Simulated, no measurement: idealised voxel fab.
The following process module bears the name voxel ribs on slabs.
160 nm wide, 5 nm square cells: that's cross-section cut.
In this document a cross-section is written as a grid of square cells. It is given as a series of bands, listed from the top down, and a band is one or more rows of cells. Top height, bottom height, nm. Materials left to right, width each, nm. Single material + "throughout" = fills band edge to edge. "blank" = empty. A quick word on heights: they are counted from 0, and under that level the wafer as it came to us is one material throughout. The lowest band is different from the rest in having no bottom; it simply continues downward, written as in "0 -> down". So if you see something like "30->40" for the width, read it as the top row of the band sitting at the first number and the bottom row at the second, with every row in between moving by the same amount as the last. For the purposes of this document, the phrase "identical to before" attached to a step denotes that no cell within the cross-section was modified by that step. Under "Sealed voids" you'll find the enclosed gaps, the ones with no way out to the top, that are 8 cells or bigger; each reads width x height at distance, with distance counted from the left edge, everything in nm. Anything after a step's settings on that line? It's the simulator's own note about the step. overlay nm: on a step with a mask, how far right of its planned place the mask lay; negative means left. Each of the pairs that make up the rest of this document says: here is the cross-section before one process step, here is the cross-section after it, drawn only down to the lowest band that changed, and here, under the pair, is the step lying between them with its settings. Different pairs may come from different runs of this module on the same starting wafer, so a pair continues from the pair above it only where its entry headed "State before" says so.
**State before**
> 0 -> down | Si throughout
> Sealed voids: none
**Section, Post-Step**
> 20 -> 0 | SiO2 throughout
> Below 0 it's all the same as before, nothing changed down there.
> Sealed voids: none
The structure shown above changes from one cross-section to the other through DIRECTIONAL_DEP [material SiO2] [thk nm 20]
State before: look at the pair above, its after cross-section is where this step starts.
**Section, Post-Step**
> 40 -> 20 | polySi throughout
> Below 20 it's all the same as before, nothing changed down there.
> Sealed voids: none
The structure shown above changes from one cross-section to the other through DIRECTIONAL_DEP [material polySi] [thk nm 20]
State before: look at the pair above, its after cross-section is where this step starts.
**Section, Post-Step**
> 55 -> 40 | blank=65 | resist=30 | blank=65
> Below 40 it's all the same as before, nothing changed down there.
> Sealed voids: none
The structure shown above changes from one cross-section to the other through PATTERN [tone cover] [mask id RIB] [material resist] [width nm 30] [thk nm 15] [overlay nm 0]
State before: look at the pair above, its after cross-section is where this step starts.
**Section, Post-Step**
> 55 -> 40 | blank=65 | resist=30 | blank=65
> 40 -> 35 | blank=65 | polySi=30 | blank=65
> Below 35 it's all the same as before, nothing changed down there.
> Sealed voids: none
The structure shown above changes from one cross-section to the other through DIRECTIONAL_ETCH [etch materials polySi] [depth nm 5]
State before: look at the pair above, its after cross-section is where this step starts.
**Section, Post-Step**
> 40 -> 35 | blank=65 | polySi=30 | blank=65
> Below 35 it's all the same as before, nothing changed down there.
> Sealed voids: none
The structure shown above changes from one cross-section to the other through STRIP [etch materials resist]
State before: look at the pair above, its after cross-section is where this step starts.
**Section, Post-Step**
> 60 -> 40 | blank=50 | resist=60 | blank=50
> 40 -> 35 | blank=50 | resist=15 | polySi=30 | resist=15 | blank=50
> Below 35 it's all the same as before, nothing changed down there.
> Sealed voids: none
The structure shown above changes from one cross-section to the other through PATTERN [tone cover] [mask id SLAB] [material resist] [width nm 60] [thk nm 20] [overlay nm 0]
State before: look at the pair above, its after cross-section is where this step starts.
**Section, Post-Step**
> 60 -> 40 | blank=50 | resist=60 | blank=50
> 40 -> 35 | blank=50 | resist=15 | polySi=30 | resist=15 | blank=50
> 35 -> 20 | blank=50 | polySi=60 | blank=50
> Below 20 it's all the same as before, nothing changed down there.
> Sealed voids: none
The structure shown above changes from one cross-section to the other through DIRECTIONAL_ETCH [etch materials polySi] [depth nm 15]
State before: look at the pair above, its after cross-section is where this step starts.
**Section, Post-Step**
> 40 -> 35 | blank=65 | polySi=30 | blank=65
> Below 35 it's all the same as before, nothing changed down there.
> Sealed voids: none
The structure shown above changes from one cross-section to the other through STRIP [etch materials resist]
State before: look at the pair above, its after cross-section is where this step starts.
**Section, Post-Step**
> 60 -> 40 | SiO2 throughout
> 40 -> 35 | SiO2=65 | polySi=30 | SiO2=65
> 35 -> 20 | SiO2=50 | polySi=60 | SiO2=50
> Below 20 it's all the same as before, nothing changed down there.
> Sealed voids: none
The structure shown above changes from one cross-section to the other through FILL_DEP [material SiO2] [thk nm 20]
State before: look at the pair above, its after cross-section is where this step starts.
**Section, Post-Step**
> 50 -> 40 | SiO2 throughout
> Below 40 it's all the same as before, nothing changed down there.
> Sealed voids: none
The structure shown above changes from one cross-section to the other through CMP [height nm 50]
State before: look at the pair above, its after cross-section is where this step starts.
**Section, Post-Step**
> 60 -> 50 | TiN throughout
> Below 50 it's all the same as before, nothing changed down there.
> Sealed voids: none
The structure shown above changes from one cross-section to the other through DIRECTIONAL_DEP [material TiN] [thk nm 10]
State before: look at the pair above, its after cross-section is where this step starts.
**Section, Post-Step**
> 75 -> 60 | blank=60 | resist=40 | blank=60
> Below 60 it's all the same as before, nothing changed down there.
> Sealed voids: none
The structure shown above changes from one cross-section to the other through PATTERN [tone cover] [mask id HEATER] [material resist] [width nm 40] [thk nm 15] [overlay nm 0]
State before: look at the pair above, its after cross-section is where this step starts.
**Section, Post-Step**
> 75 -> 60 | blank=60 | resist=40 | blank=60
> 60 -> 50 | blank=60 | TiN=40 | blank=60
> Below 50 it's all the same as before, nothing changed down there.
> Sealed voids: none
The structure shown above changes from one cross-section to the other through DIRECTIONAL_ETCH [etch materials TiN] [depth nm 10]
State before: look at the pair above, its after cross-section is where this step starts.
**Section, Post-Step**
> 60 -> 50 | blank=60 | TiN=40 | blank=60
> Below 50 it's all the same as before, nothing changed down there.
> Sealed voids: none
The structure shown above changes from one cross-section to the other through STRIP [etch materials resist]
State before: look at the pair above, its after cross-section is where this step starts.
**Section, Post-Step**
> 65 -> 60 | blank=55 | SiO2=50 | blank=55
> 60 -> 55 | blank=55 | SiO2=5 | TiN=40 | SiO2=5 | blank=55
> 55 -> 50 | SiO2=60 | TiN=40 | SiO2=60
> Below 50 it's all the same as before, nothing changed down there.
> Sealed voids: none
The structure shown above changes from one cross-section to the other through CONFORMAL_DEP [material SiO2] [thk nm 5]
**State before**
> 40 -> 20 | polySi throughout
> 20 -> 0 | SiO2 throughout
> 0 -> down | Si throughout
> Sealed voids: none
**Section, Post-Step**
> 60 -> 20 | polySi throughout
> Below 20 it's all the same as before, nothing changed down there.
> Sealed voids: none
The structure shown above changes from one cross-section to the other through DIRECTIONAL_DEP [material polySi] [thk nm 20]
State before: look at the pair above, its after cross-section is where this step starts.
**Section, Post-Step**
> 75 -> 60 | blank=65 | resist=30 | blank=65
> Below 60 it's all the same as before, nothing changed down there.
> Sealed voids: none
The structure shown above changes from one cross-section to the other through PATTERN [tone cover] [mask id RIB] [material resist] [width nm 30] [thk nm 15] [overlay nm 0]
State before: look at the pair above, its after cross-section is where this step starts.
**Section, Post-Step**
> 75 -> 60 | blank=65 | resist=30 | blank=65
> 60 -> 55 | blank=65 | polySi=30 | blank=65
> Below 55 it's all the same as before, nothing changed down there.
> Sealed voids: none
The structure shown above changes from one cross-section to the other through DIRECTIONAL_ETCH [etch materials polySi] [depth nm 5]
State before: look at the pair above, its after cross-section is where this step starts.
**Section, Post-Step**
> 60 -> 55 | blank=65 | polySi=30 | blank=65
> Below 55 it's all the same as before, nothing changed down there.
> Sealed voids: none
The structure shown above changes from one cross-section to the other through STRIP [etch materials resist]
State before: look at the pair above, its after cross-section is where this step starts.
**Section, Post-Step**
> 80 -> 60 | blank=50 | resist=60 | blank=50
> 60 -> 55 | blank=50 | resist=15 | polySi=30 | resist=15 | blank=50
> Below 55 it's all the same as before, nothing changed down there.
> Sealed voids: none
The structure shown above changes from one cross-section to the other through PATTERN [tone cover] [mask id SLAB] [material resist] [width nm 60] [thk nm 20] [overlay nm 0]
State before: look at the pair above, its after cross-section is where this step starts.
**Section, Post-Step**
> 80 -> 60 | blank=50 | resist=60 | blank=50
> 60 -> 55 | blank=50 | resist=15 | polySi=30 | resist=15 | blank=50
> 55 -> 40 | blank=50 | polySi=60 | blank=50
> Below 40 it's all the same as before, nothing changed down there.
> Sealed voids: none
The structure shown above changes from one cross-section to the other through DIRECTIONAL_ETCH [etch materials polySi] [depth nm 15]
State before: look at the pair above, its after cross-section is where this step starts.
**Section, Post-Step**
> 60 -> 55 | blank=65 | polySi=30 | blank=65
> Below 55 it's all the same as before, nothing changed down there.
> Sealed voids: none
The structure shown above changes from one cross-section to the other through STRIP [etch materials resist]
State before: look at the pair above, its after cross-section is where this step starts.
**Section, Post-Step**
> 80 -> 60 | SiO2 throughout
> 60 -> 55 | SiO2=65 | polySi=30 | SiO2=65
> 55 -> 40 | SiO2=50 | polySi=60 | SiO2=50
> Below 40 it's all the same as before, nothing changed down there.
> Sealed voids: none
The structure shown above changes from one cross-section to the other through FILL_DEP [material SiO2] [thk nm 20]
State before: look at the pair above, its after cross-section is where this step starts.
**Section, Post-Step**
> 50 -> 40 | SiO2=50 | polySi=60 | SiO2=50
> Below 40 it's all the same as before, nothing changed down there.
> Sealed voids: none
The structure shown above changes from one cross-section to the other through CMP [height nm 50]
State before: look at the pair above, its after cross-section is where this step starts.
**Section, Post-Step**
> 60 -> 50 | TiN throughout
> Below 50 it's all the same as before, nothing changed down there.
> Sealed voids: none
The structure shown above changes from one cross-section to the other through DIRECTIONAL_DEP [material TiN] [thk nm 10]
State before: look at the pair above, its after cross-section is where this step starts.
**Section, Post-Step**
> 75 -> 60 | blank=60 | resist=40 | blank=60
> Below 60 it's all the same as before, nothing changed down there.
> Sealed voids: none
The structure shown above changes from one cross-section to the other through PATTERN [tone cover] [mask id HEATER] [material resist] [width nm 40] [thk nm 15] [overlay nm 0]
State before: look at the pair above, its after cross-section is where this step starts.
**Section, Post-Step**
> 75 -> 60 | blank=60 | resist=40 | blank=60
> 60 -> 50 | blank=60 | TiN=40 | blank=60
> Below 50 it's all the same as before, nothing changed down there.
> Sealed voids: none
The structure shown above changes from one cross-section to the other through DIRECTIONAL_ETCH [etch materials TiN] [depth nm 10]
State before: look at the pair above, its after cross-section is where this step starts.
**Section, Post-Step**
> 60 -> 50 | blank=60 | TiN=40 | blank=60
> Below 50 it's all the same as before, nothing changed down there.
> Sealed voids: none
The structure shown above changes from one cross-section to the other through STRIP [etch materials resist]
State before: look at the pair above, its after cross-section is where this step starts.
**Section, Post-Step**
> 65 -> 60 | blank=55 | SiO2=50 | blank=55
> 60 -> 55 | blank=55 | SiO2=5 | TiN=40 | SiO2=5 | blank=55
> 55 -> 50 | SiO2=60 | TiN=40 | SiO2=60
> Below 50 it's all the same as before, nothing changed down there.
> Sealed voids: none
The structure shown above changes from one cross-section to the other through CONFORMAL_DEP [material SiO2] [thk nm 5]
**State before**
> 0 -> down | Si throughout
> Sealed voids: none
**Section, Post-Step**
> 20 -> 0 | polySi throughout
> Below 0 it's all the same as before, nothing changed down there.
> Sealed voids: none
The structure shown above changes from one cross-section to the other through DIRECTIONAL_DEP [material polySi] [thk nm 20]
State before: look at the pair above, its after cross-section is where this step starts.
**Section, Post-Step**
> 40 -> 20 | SiO2 throughout
> Below 20 it's all the same as before, nothing changed down there.
> Sealed voids: none
The structure shown above changes from one cross-section to the other through DIRECTIONAL_DEP [material SiO2] [thk nm 20]
State before: look at the pair above, its after cross-section is where this step starts.
**Section, Post-Step**
> 55 -> 40 | blank=65 | resist=30 | blank=65
> Below 40 it's all the same as before, nothing changed down there.
> Sealed voids: none
The structure shown above changes from one cross-section to the other through PATTERN [tone cover] [mask id RIB] [material resist] [width nm 30] [thk nm 15] [overlay nm 0]
State before: look at the pair above, its after cross-section is where this step starts.
**Section, Post-Step**
> 40 -> 20 | SiO2 throughout
> Below 20 it's all the same as before, nothing changed down there.
> Sealed voids: none
The structure shown above changes from one cross-section to the other through STRIP [etch materials resist]
State before: look at the pair above, its after cross-section is where this step starts.
**Section, Post-Step**
> 60 -> 40 | blank=50 | resist=60 | blank=50
> Below 40 it's all the same as before, nothing changed down there.
> Sealed voids: none
The structure shown above changes from one cross-section to the other through PATTERN [tone cover] [mask id SLAB] [material resist] [width nm 60] [thk nm 20] [overlay nm 0]
State before: look at the pair above, its after cross-section is where this step starts.
**Section, Post-Step**
> 40 -> 20 | SiO2 throughout
> Below 20 it's all the same as before, nothing changed down there.
> Sealed voids: none
The structure shown above changes from one cross-section to the other through STRIP [etch materials resist]
State before: look at the pair above, its after cross-section is where this step starts.
**Section, Post-Step**
> 60 -> 20 | SiO2 throughout
> Below 20 it's all the same as before, nothing changed down there.
> Sealed voids: none
The structure shown above changes from one cross-section to the other through FILL_DEP [material SiO2] [thk nm 20]
State before: look at the pair above, its after cross-section is where this step starts.
**Section, Post-Step**
> 50 -> 20 | SiO2 throughout
> Below 20 it's all the same as before, nothing changed down there.
> Sealed voids: none
The structure shown above changes from one cross-section to the other through CMP [height nm 50]
State before: look at the pair above, its after cross-section is where this step starts.
**Section, Post-Step**
> 60 -> 50 | TiN throughout
> Below 50 it's all the same as before, nothing changed down there.
> Sealed voids: none
The structure shown above changes from one cross-section to the other through DIRECTIONAL_DEP [material TiN] [thk nm 10]
State before: look at the pair above, its after cross-section is where this step starts.
**Section, Post-Step**
> 75 -> 60 | blank=60 | resist=40 | blank=60
> Below 60 it's all the same as before, nothing changed down there.
> Sealed voids: none
The structure shown above changes from one cross-section to the other through PATTERN [tone cover] [mask id HEATER] [material resist] [width nm 40] [thk nm 15] [overlay nm 0]
State before: look at the pair above, its after cross-section is where this step starts.
**Section, Post-Step**
> 75 -> 60 | blank=60 | resist=40 | blank=60
> 60 -> 50 | blank=60 | TiN=40 | blank=60
> Below 50 it's all the same as before, nothing changed down there.
> Sealed voids: none
The structure shown above changes from one cross-section to the other through DIRECTIONAL_ETCH [etch materials TiN] [depth nm 10]
State before: look at the pair above, its after cross-section is where this step starts.
**Section, Post-Step**
> 60 -> 50 | blank=60 | TiN=40 | blank=60
> Below 50 it's all the same as before, nothing changed down there.
> Sealed voids: none
The structure shown above changes from one cross-section to the other through STRIP [etch materials resist]
State before: look at the pair above, its after cross-section is where this step starts.
**Section, Post-Step**
> 65 -> 60 | blank=55 | SiO2=50 | blank=55
> 60 -> 55 | blank=55 | SiO2=5 | TiN=40 | SiO2=5 | blank=55
> 55 -> 50 | SiO2=60 | TiN=40 | SiO2=60
> Below 50 it's all the same as before, nothing changed down there.
> Sealed voids: none
The structure shown above changes from one cross-section to the other through CONFORMAL_DEP [material SiO2] [thk nm 5]
**State before**
> 60 -> 40 | SiO2 throughout
> 40 -> 35 | SiO2=65 | polySi=30 | SiO2=65
> 35 -> 20 | SiO2=50 | polySi=60 | SiO2=50
> 20 -> 0 | SiO2 throughout
> 0 -> down | Si throughout
> Sealed voids: none
**Section, Post-Step**
> 45 -> 40 | SiO2 throughout
> Below 40 it's all the same as before, nothing changed down there.
> Sealed voids: none
The structure shown above changes from one cross-section to the other through CMP [height nm 45]
State before: look at the pair above, its after cross-section is where this step starts.
**Section, Post-Step**
> 55 -> 45 | TiN throughout
> Below 45 it's all the same as before, nothing changed down there.
> Sealed voids: none
The structure shown above changes from one cross-section to the other through DIRECTIONAL_DEP [material TiN] [thk nm 10]
State before: look at the pair above, its after cross-section is where this step starts.
**Section, Post-Step**
> 70 -> 55 | blank=60 | resist=40 | blank=60
> Below 55 it's all the same as before, nothing changed down there.
> Sealed voids: none
The structure shown above changes from one cross-section to the other through PATTERN [tone cover] [mask id HEATER] [material resist] [width nm 40] [thk nm 15] [overlay nm 0]
State before: look at the pair above, its after cross-section is where this step starts.
**Section, Post-Step**
> 70 -> 55 | blank=60 | resist=40 | blank=60
> 55 -> 45 | blank=60 | TiN=40 | blank=60
> Below 45 it's all the same as before, nothing changed down there.
> Sealed voids: none
The structure shown above changes from one cross-section to the other through DIRECTIONAL_ETCH [etch materials TiN] [depth nm 10]
State before: look at the pair above, its after cross-section is where this step starts.
**Section, Post-Step**
> 55 -> 45 | blank=60 | TiN=40 | blank=60
> Below 45 it's all the same as before, nothing changed down there.
> Sealed voids: none
The structure shown above changes from one cross-section to the other through STRIP [etch materials resist]
State before: look at the pair above, its after cross-section is where this step starts.
**Section, Post-Step**
> 60 -> 55 | blank=55 | SiO2=50 | blank=55
> 55 -> 50 | blank=55 | SiO2=5 | TiN=40 | SiO2=5 | blank=55
> 50 -> 45 | SiO2=60 | TiN=40 | SiO2=60
> Below 45 it's all the same as before, nothing changed down there.
> Sealed voids: none
The structure shown above changes from one cross-section to the other through CONFORMAL_DEP [material SiO2] [thk nm 5]
**State before**
> 40 -> 35 | blank=65 | polySi=30 | blank=65
> 35 -> 20 | polySi throughout
> 20 -> 0 | SiO2 throughout
> 0 -> down | Si throughout
> Sealed voids: none
**Section, Post-Step**
> 60 -> 40 | blank=45 | resist=70 | blank=45
> 40 -> 35 | blank=45 | resist=20 | polySi=30 | resist=20 | blank=45
> Below 35 it's all the same as before, nothing changed down there.
> Sealed voids: none
The structure shown above changes from one cross-section to the other through PATTERN [tone cover] [mask id SLAB] [material resist] [width nm 70] [thk nm 20] [overlay nm 0]
State before: look at the pair above, its after cross-section is where this step starts.
**Section, Post-Step**
> 60 -> 40 | blank=45 | resist=70 | blank=45
> 40 -> 35 | blank=45 | resist=20 | polySi=30 | resist=20 | blank=45
> 35 -> 20 | blank=45 | polySi=70 | blank=45
> Below 20 it's all the same as before, nothing changed down there.
> Sealed voids: none
The structure shown above changes from one cross-section to the other through DIRECTIONAL_ETCH [etch materials polySi] [depth nm 15]
State before: look at the pair above, its after cross-section is where this step starts.
**Section, Post-Step**
> 40 -> 35 | blank=65 | polySi=30 | blank=65
> Below 35 it's all the same as before, nothing changed down there.
> Sealed voids: none
The structure shown above changes from one cross-section to the other through STRIP [etch materials resist]
State before: look at the pair above, its after cross-section is where this step starts.
**Section, Post-Step**
> 60 -> 40 | SiO2 throughout
> 40 -> 35 | SiO2=65 | polySi=30 | SiO2=65
> 35 -> 20 | SiO2=45 | polySi=70 | SiO2=45
> Below 20 it's all the same as before, nothing changed down there.
> Sealed voids: none
The structure shown above changes from one cross-section to the other through FILL_DEP [material SiO2] [thk nm 20]
State before: look at the pair above, its after cross-section is where this step starts.
**Section, Post-Step**
> 50 -> 40 | SiO2 throughout
> Below 40 it's all the same as before, nothing changed down there.
> Sealed voids: none
The structure shown above changes from one cross-section to the other through CMP [height nm 50]
State before: look at the pair above, its after cross-section is where this step starts.
**Section, Post-Step**
> 60 -> 50 | TiN throughout
> Below 50 it's all the same as before, nothing changed down there.
> Sealed voids: none
The structure shown above changes from one cross-section to the other through DIRECTIONAL_DEP [material TiN] [thk nm 10]
State before: look at the pair above, its after cross-section is where this step starts.
**Section, Post-Step**
> 75 -> 60 | blank=60 | resist=40 | blank=60
> Below 60 it's all the same as before, nothing changed down there.
> Sealed voids: none
The structure shown above changes from one cross-section to the other through PATTERN [tone cover] [mask id HEATER] [material resist] [width nm 40] [thk nm 15] [overlay nm 0]
State before: look at the pair above, its after cross-section is where this step starts.
**Section, Post-Step**
> 75 -> 60 | blank=60 | resist=40 | blank=60
> 60 -> 50 | blank=60 | TiN=40 | blank=60
> Below 50 it's all the same as before, nothing changed down there.
> Sealed voids: none
The structure shown above changes from one cross-section to the other through DIRECTIONAL_ETCH [etch materials TiN] [depth nm 10]
State before: look at the pair above, its after cross-section is where this step starts.
**Section, Post-Step**
> 60 -> 50 | blank=60 | TiN=40 | blank=60
> Below 50 it's all the same as before, nothing changed down there.
> Sealed voids: none
The structure shown above changes from one cross-section to the other through STRIP [etch materials resist]
State before: look at the pair above, its after cross-section is where this step starts.
**Section, Post-Step**
> 65 -> 60 | blank=55 | SiO2=50 | blank=55
> 60 -> 55 | blank=55 | SiO2=5 | TiN=40 | SiO2=5 | blank=55
> 55 -> 50 | SiO2=60 | TiN=40 | SiO2=60
> Below 50 it's all the same as before, nothing changed down there.
> Sealed voids: none
The structure shown above changes from one cross-section to the other through CONFORMAL_DEP [material SiO2] [thk nm 5]
**State before**
> 40 -> 20 | polySi throughout
> 20 -> 0 | SiO2 throughout
> 0 -> down | Si throughout
> Sealed voids: none
**Section, Post-Step**
> 55 -> 40 | blank=55 | resist=30 | blank=75
> Below 40 it's all the same as before, nothing changed down there.
> Sealed voids: none
The structure shown above changes from one cross-section to the other through PATTERN [tone cover] [mask id RIB] [material resist] [width nm 30] [thk nm 15] [overlay nm -10]
State before: look at the pair above, its after cross-section is where this step starts.
**Section, Post-Step**
> 55 -> 40 | blank=55 | resist=30 | blank=75
> 40 -> 35 | blank=55 | polySi=30 | blank=75
> Below 35 it's all the same as before, nothing changed down there.
> Sealed voids: none
The structure shown above changes from one cross-section to the other through DIRECTIONAL_ETCH [etch materials polySi] [depth nm 5]
State before: look at the pair above, its after cross-section is where this step starts.
**Section, Post-Step**
> 40 -> 35 | blank=55 | polySi=30 | blank=75
> Below 35 it's all the same as before, nothing changed down there.
> Sealed voids: none
The structure shown above changes from one cross-section to the other through STRIP [etch materials resist]
State before: look at the pair above, its after cross-section is where this step starts.
**Section, Post-Step**
> 60 -> 40 | blank=50 | resist=60 | blank=50
> 40 -> 35 | blank=50 | resist=5 | polySi=30 | resist=25 | blank=50
> Below 35 it's all the same as before, nothing changed down there.
> Sealed voids: none
The structure shown above changes from one cross-section to the other through PATTERN [tone cover] [mask id SLAB] [material resist] [width nm 60] [thk nm 20] [overlay nm 0]
State before: look at the pair above, its after cross-section is where this step starts.
**Section, Post-Step**
> 60 -> 40 | blank=50 | resist=60 | blank=50
> 40 -> 35 | blank=50 | resist=5 | polySi=30 | resist=25 | blank=50
> 35 -> 20 | blank=50 | polySi=60 | blank=50
> Below 20 it's all the same as before, nothing changed down there.
> Sealed voids: none
The structure shown above changes from one cross-section to the other through DIRECTIONAL_ETCH [etch materials polySi] [depth nm 15]
State before: look at the pair above, its after cross-section is where this step starts.
**Section, Post-Step**
> 40 -> 35 | blank=55 | polySi=30 | blank=75
> Below 35 it's all the same as before, nothing changed down there.
> Sealed voids: none
The structure shown above changes from one cross-section to the other through STRIP [etch materials resist]
State before: look at the pair above, its after cross-section is where this step starts.
**Section, Post-Step**
> 60 -> 40 | SiO2 throughout
> 40 -> 35 | SiO2=55 | polySi=30 | SiO2=75
> 35 -> 20 | SiO2=50 | polySi=60 | SiO2=50
> Below 20 it's all the same as before, nothing changed down there.
> Sealed voids: none
The structure shown above changes from one cross-section to the other through FILL_DEP [material SiO2] [thk nm 20]
State before: look at the pair above, its after cross-section is where this step starts.
**Section, Post-Step**
> 50 -> 40 | SiO2 throughout
> Below 40 it's all the same as before, nothing changed down there.
> Sealed voids: none
The structure shown above changes from one cross-section to the other through CMP [height nm 50]
State before: look at the pair above, its after cross-section is where this step starts.
**Section, Post-Step**
> 60 -> 50 | TiN throughout
> Below 50 it's all the same as before, nothing changed down there.
> Sealed voids: none
The structure shown above changes from one cross-section to the other through DIRECTIONAL_DEP [material TiN] [thk nm 10]
State before: look at the pair above, its after cross-section is where this step starts.
**Section, Post-Step**
> 75 -> 60 | blank=60 | resist=40 | blank=60
> Below 60 it's all the same as before, nothing changed down there.
> Sealed voids: none
The structure shown above changes from one cross-section to the other through PATTERN [tone cover] [mask id HEATER] [material resist] [width nm 40] [thk nm 15] [overlay nm 0]
State before: look at the pair above, its after cross-section is where this step starts.
**Section, Post-Step**
> 75 -> 60 | blank=60 | resist=40 | blank=60
> 60 -> 50 | blank=60 | TiN=40 | blank=60
> Below 50 it's all the same as before, nothing changed down there.
> Sealed voids: none
The structure shown above changes from one cross-section to the other through DIRECTIONAL_ETCH [etch materials TiN] [depth nm 10]
State before: look at the pair above, its after cross-section is where this step starts.
**Section, Post-Step**
> 60 -> 50 | blank=60 | TiN=40 | blank=60
> Below 50 it's all the same as before, nothing changed down there.
> Sealed voids: none
The structure shown above changes from one cross-section to the other through STRIP [etch materials resist]
State before: look at the pair above, its after cross-section is where this step starts.
**Section, Post-Step**
> 65 -> 60 | blank=55 | SiO2=50 | blank=55
> 60 -> 55 | blank=55 | SiO2=5 | TiN=40 | SiO2=5 | blank=55
> 55 -> 50 | SiO2=60 | TiN=40 | SiO2=60
> Below 50 it's all the same as before, nothing changed down there.
> Sealed voids: none
The structure shown above changes from one cross-section to the other through CONFORMAL_DEP [material SiO2] [thk nm 5]
**State before**
> 40 -> 35 | blank=65 | polySi=30 | blank=65
> 35 -> 20 | blank=50 | polySi=60 | blank=50
> 20 -> 0 | SiO2 throughout
> 0 -> down | Si throughout
> Sealed voids: none
**Section, Post-Step**
> 60 -> 40 | TiN throughout
> 40 -> 35 | TiN=65 | polySi=30 | TiN=65
> 35 -> 20 | TiN=50 | polySi=60 | TiN=50
> Below 20 it's all the same as before, nothing changed down there.
> Sealed voids: none
The structure shown above changes from one cross-section to the other through FILL_DEP [material TiN] [thk nm 20]
State before: look at the pair above, its after cross-section is where this step starts.
**Section, Post-Step**
> 50 -> 40 | TiN throughout
> Below 40 it's all the same as before, nothing changed down there.
> Sealed voids: none
The structure shown above changes from one cross-section to the other through CMP [height nm 50]
State before: look at the pair above, its after cross-section is where this step starts.
**Section, Post-Step**
> 60 -> 40 | TiN throughout
> Below 40 it's all the same as before, nothing changed down there.
> Sealed voids: none
The structure shown above changes from one cross-section to the other through DIRECTIONAL_DEP [material TiN] [thk nm 10]
State before: look at the pair above, its after cross-section is where this step starts.
**Section, Post-Step**
> 75 -> 60 | blank=60 | resist=40 | blank=60
> Below 60 it's all the same as before, nothing changed down there.
> Sealed voids: none
The structure shown above changes from one cross-section to the other through PATTERN [tone cover] [mask id HEATER] [material resist] [width nm 40] [thk nm 15] [overlay nm 0]
State before: look at the pair above, its after cross-section is where this step starts.
**Section, Post-Step**
> 75 -> 60 | blank=60 | resist=40 | blank=60
> 60 -> 50 | blank=60 | TiN=40 | blank=60
> Below 50 it's all the same as before, nothing changed down there.
> Sealed voids: none
The structure shown above changes from one cross-section to the other through DIRECTIONAL_ETCH [etch materials TiN] [depth nm 10]
State before: look at the pair above, its after cross-section is where this step starts.
**Section, Post-Step**
> 60 -> 50 | blank=60 | TiN=40 | blank=60
> Below 50 it's all the same as before, nothing changed down there.
> Sealed voids: none
The structure shown above changes from one cross-section to the other through STRIP [etch materials resist]
State before: look at the pair above, its after cross-section is where this step starts.
**Section, Post-Step**
> 65 -> 60 | blank=55 | SiO2=50 | blank=55
> 60 -> 55 | blank=55 | SiO2=5 | TiN=40 | SiO2=5 | blank=55
> 55 -> 50 | SiO2=60 | TiN=40 | SiO2=60
> Below 50 it's all the same as before, nothing changed down there.
> Sealed voids: none
The structure shown above changes from one cross-section to the other through CONFORMAL_DEP [material SiO2] [thk nm 5]
**State before**
> 40 -> 35 | blank=65 | polySi=30 | blank=65
> 35 -> 20 | polySi throughout
> 20 -> 0 | SiO2 throughout
> 0 -> down | Si throughout
> Sealed voids: none
**Section, Post-Step**
> 60 -> 40 | resist=50 | blank=60 | resist=50
> 40 -> 35 | resist=50 | blank=15 | polySi=30 | blank=15 | resist=50
> Below 35 it's all the same as before, nothing changed down there.
> Sealed voids: none
The structure shown above changes from one cross-section to the other through PATTERN [tone open] [mask id SLAB] [material resist] [width nm 60] [thk nm 20] [overlay nm 0]
State before: look at the pair above, its after cross-section is where this step starts.
**Section, Post-Step**
> 60 -> 35 | resist=50 | blank=60 | resist=50
> 35 -> 25 | polySi=50 | blank=60 | polySi=50
> 25 -> 20 | polySi=50 | blank=15 | polySi=30 | blank=15 | polySi=50
> Below 20 it's all the same as before, nothing changed down there.
> Sealed voids: none
The structure shown above changes from one cross-section to the other through DIRECTIONAL_ETCH [etch materials polySi] [depth nm 15]
State before: look at the pair above, its after cross-section is where this step starts.
**Section, Post-Step**
> 35 -> 25 | polySi=50 | blank=60 | polySi=50
> Below 25 it's all the same as before, nothing changed down there.
> Sealed voids: none
The structure shown above changes from one cross-section to the other through STRIP [etch materials resist]
State before: look at the pair above, its after cross-section is where this step starts.
**Section, Post-Step**
> 55 -> 35 | SiO2 throughout
> 35 -> 25 | polySi=50 | SiO2=60 | polySi=50
> 25 -> 20 | polySi=50 | SiO2=15 | polySi=30 | SiO2=15 | polySi=50
> Below 20 it's all the same as before, nothing changed down there.
> Sealed voids: none
The structure shown above changes from one cross-section to the other through FILL_DEP [material SiO2] [thk nm 20]
State before: look at the pair above, its after cross-section is where this step starts.
**Section, Post-Step**
> 50 -> 35 | SiO2 throughout
> Below 35 it's all the same as before, nothing changed down there.
> Sealed voids: none
The structure shown above changes from one cross-section to the other through CMP [height nm 50]
State before: look at the pair above, its after cross-section is where this step starts.
**Section, Post-Step**
> 60 -> 50 | TiN throughout
> Below 50 it's all the same as before, nothing changed down there.
> Sealed voids: none
The structure shown above changes from one cross-section to the other through DIRECTIONAL_DEP [material TiN] [thk nm 10]
State before: look at the pair above, its after cross-section is where this step starts.
**Section, Post-Step**
> 75 -> 60 | blank=60 | resist=40 | blank=60
> Below 60 it's all the same as before, nothing changed down there.
> Sealed voids: none
The structure shown above changes from one cross-section to the other through PATTERN [tone cover] [mask id HEATER] [material resist] [width nm 40] [thk nm 15] [overlay nm 0]
State before: look at the pair above, its after cross-section is where this step starts.
**Section, Post-Step**
> 75 -> 60 | blank=60 | resist=40 | blank=60
> 60 -> 50 | blank=60 | TiN=40 | blank=60
> Below 50 it's all the same as before, nothing changed down there.
> Sealed voids: none
The structure shown above changes from one cross-section to the other through DIRECTIONAL_ETCH [etch materials TiN] [depth nm 10]
State before: look at the pair above, its after cross-section is where this step starts.
**Section, Post-Step**
> 60 -> 50 | blank=60 | TiN=40 | blank=60
> Below 50 it's all the same as before, nothing changed down there.
> Sealed voids: none
The structure shown above changes from one cross-section to the other through STRIP [etch materials resist]
State before: look at the pair above, its after cross-section is where this step starts.
**Section, Post-Step**
> 65 -> 60 | blank=55 | SiO2=50 | blank=55
> 60 -> 55 | blank=55 | SiO2=5 | TiN=40 | SiO2=5 | blank=55
> 55 -> 50 | SiO2=60 | TiN=40 | SiO2=60
> Below 50 it's all the same as before, nothing changed down there.
> Sealed voids: none
The structure shown above changes from one cross-section to the other through CONFORMAL_DEP [material SiO2] [thk nm 5]
